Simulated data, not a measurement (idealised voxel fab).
process module | voxel transistor to metal
cross-section cut | 150 nm wide | cells 5 nm
A cross-section is a grid of square cells, given in bands from the top down. A band is one or more rows of cells.
Each band's line starts with the height of the band's top and of its bottom, in nm. Then come its materials from left to right, each with its width in nm. One material with "throughout" fills the band from edge to edge. "air" is empty space.
Height 0 is the level under which the wafer as received is all one material. The lowest band goes on downwards, as in "0 down".
A width such as "30 to 40" changes by the same amount from each row of cells to the next, from the band's top row to its bottom row.
"no change" after a step means that no cell of the cross-section changed.
closed voids: empty space of 8 cells or more with no open way to the top, each as width x height at its distance from the left edge, in nm
after a step's settings: what the simulator itself notes on the step
overlay nm, on a step with a mask: how far to the right of its planned place the mask lay; to the left if negative
plan
1 op RECEIVE | material Si
2 op OXIDIZE | depth nm 5
3 op CONFORMAL_DEP | material SiN | thk nm 10
4 op MASKED_ETCH | tone cover | mask id ACTIVE | width nm 95 | etch materials SiN | depth nm 10 | overlay nm 0
5 op MASKED_ETCH | tone cover | mask id ACTIVE | width nm 95 | etch materials SiO2 | depth nm 5 | overlay nm 0
6 op MASKED_ETCH | tone cover | mask id ACTIVE | width nm 95 | etch materials Si | depth nm 25 | overlay nm 0
7 op FILL_DEP | material SiO2 | thk nm 15
8 op CMP | height nm 10
9 op SELECTIVE_ETCH | etch materials SiO2 | depth nm 10
10 op STRIP | etch materials SiN
11 op SELECTIVE_ETCH | etch materials SiO2 | depth nm 5
12 op OXIDIZE | depth nm 5
13 op DIRECTIONAL_DEP | material polySi | thk nm 25
14 op DIRECTIONAL_DEP | material SiCN | thk nm 15
15 op PATTERN | tone cover | mask id GATE | material resist | width nm 25 | thk nm 20 | overlay nm 0
16 op DIRECTIONAL_ETCH | etch materials SiCN | depth nm 25
17 op DIRECTIONAL_ETCH | etch materials polySi | depth nm 35
18 op STRIP | etch materials resist
19 op CONFORMAL_DEP | material SiO2 | thk nm 5
20 op DIRECTIONAL_ETCH | etch materials SiO2 | depth nm 5
21 op CONFORMAL_DEP | material SiN | thk nm 5
22 op DIRECTIONAL_ETCH | etch materials SiN | depth nm 5
23 op DIRECTIONAL_ETCH | etch materials SiO2 | depth nm 5
24 op DIRECTIONAL_ETCH | etch materials Si | depth nm 10
25 op EPI | material SiGe | thk nm 10
26 op FILL_DEP | material SiO2 | thk nm 10
27 op CMP | height nm 35
28 op DIRECTIONAL_DEP | material SiO2 | thk nm 10
29 op MASKED_ETCH | tone open | mask id CONTACT | width nm 25 | pitch nm 60 | etch materials SiO2 | depth nm 55 | overlay nm 0
30 op CONFORMAL_DEP | material TiN | thk nm 5
31 op FILL_DEP | material Ru | thk nm 5
32 op CMP | height nm 45
33 op DIRECTIONAL_DEP | material TiN | thk nm 5
34 op DIRECTIONAL_DEP | material Ru | thk nm 20
35 op PATTERN | tone cover | mask id METAL_1 | material resist | width nm 15 | pitch nm 70 | thk nm 20 | overlay nm 0
36 op DIRECTIONAL_ETCH | etch materials Ru | depth nm 20
37 op DIRECTIONAL_ETCH | etch materials TiN | depth nm 5
38 op STRIP | etch materials resist
39 op CONFORMAL_DEP | material SiN | thk nm 5
40 op FILL_DEP | material SiO2 | thk nm 5
41 op CMP | height nm 70
42 op CONFORMAL_DEP | material SiN | thk nm 5
as received, after step 1
  0 down: Si throughout
  closed voids: none
first wafer at the end, as planned
  75 to 70: SiN throughout
  70 to 50: SiO2 25 | SiN 5 | Ru 15 | SiN 5 | SiO2 45 | SiN 5 | Ru 15 | SiN 5 | SiO2 30
  50 to 45: SiN 30 | TiN 15 | SiN 55 | TiN 15 | SiN 35
  45 to 35: SiO2 30 | TiN 5 | Ru 15 to 10 | TiN 5 to 10 | SiO2 35 | TiN 5 to 10 | Ru 15 to 10 | TiN 5 | SiO2 35
  35 to 20: SiO2 30 | TiN 5 | Ru 10 | TiN 5 | SiN 5 | SiO2 5 | SiCN 25 | SiO2 5 | SiN 5 | TiN 5 | Ru 10 | TiN 5 | SiO2 35
  20 to 5: SiO2 30 | TiN 5 | Ru 10 | TiN 5 | SiN 5 | SiO2 5 | polySi 25 | SiO2 5 | SiN 5 | TiN 5 | Ru 10 | TiN 5 | SiO2 35
  5 to 0: SiO2 30 | TiN 20 | SiN 5 | SiO2 5 | polySi 25 | SiO2 5 | SiN 5 | TiN 20 | SiO2 35
  0 to -5: SiO2 30 | TiN 10 | SiGe 10 | SiN 5 | SiO2 5 | polySi 25 | SiO2 5 | SiN 5 | SiGe 10 | TiN 10 | SiO2 35
  -5 to -10: SiO2 30 | TiN 10 | SiGe 10 | SiO2 45 | SiGe 10 | TiN 10 | SiO2 35
  -10 to -20: SiO2 25 | SiGe 25 | Si 45 | SiGe 25 | SiO2 30
  -20 to -30: SiO2 25 | Si 95 | SiO2 30
  -30 down: Si throughout
  closed voids: none
second wafer at the end: like start, like plan, one mistake
  75 to 70: SiN throughout
  70 to 50: SiO2 25 | SiN 5 | Ru 15 | SiN 5 | SiO2 45 | SiN 5 | Ru 15 | SiN 5 | SiO2 30
  50 to 45: SiN 30 | TiN 15 | SiN 55 | TiN 15 | SiN 35
  45 to 35: SiO2 30 | TiN 5 | Ru 15 to 10 | TiN 5 to 10 | SiO2 35 | TiN 5 to 10 | Ru 15 to 10 | TiN 5 | SiO2 35
  35 to 15: SiO2 30 | TiN 5 | Ru 10 | TiN 5 | SiN 5 | SiO2 5 | polySi 25 | SiO2 5 | SiN 5 | TiN 5 | Ru 10 | TiN 5 | SiO2 35
  15 to 10: SiO2 30 | TiN 20 | SiN 5 | SiO2 5 | polySi 25 | SiO2 5 | SiN 5 | TiN 20 | SiO2 35
  10 to 0: SiCN throughout
  0 to -5: SiO2 throughout
  -5 down: Si throughout
  closed voids: none
what went wrong: step 3 ran as: op CONFORMAL_DEP | material SiCN | thk nm 10
at the end the second wafer has, in cells: 8 fewer of Ru | 94 more of Si | 45 more of SiCN | 28 fewer of SiGe | 6 fewer of SiN | 81 fewer of SiO2 | 16 fewer of TiN
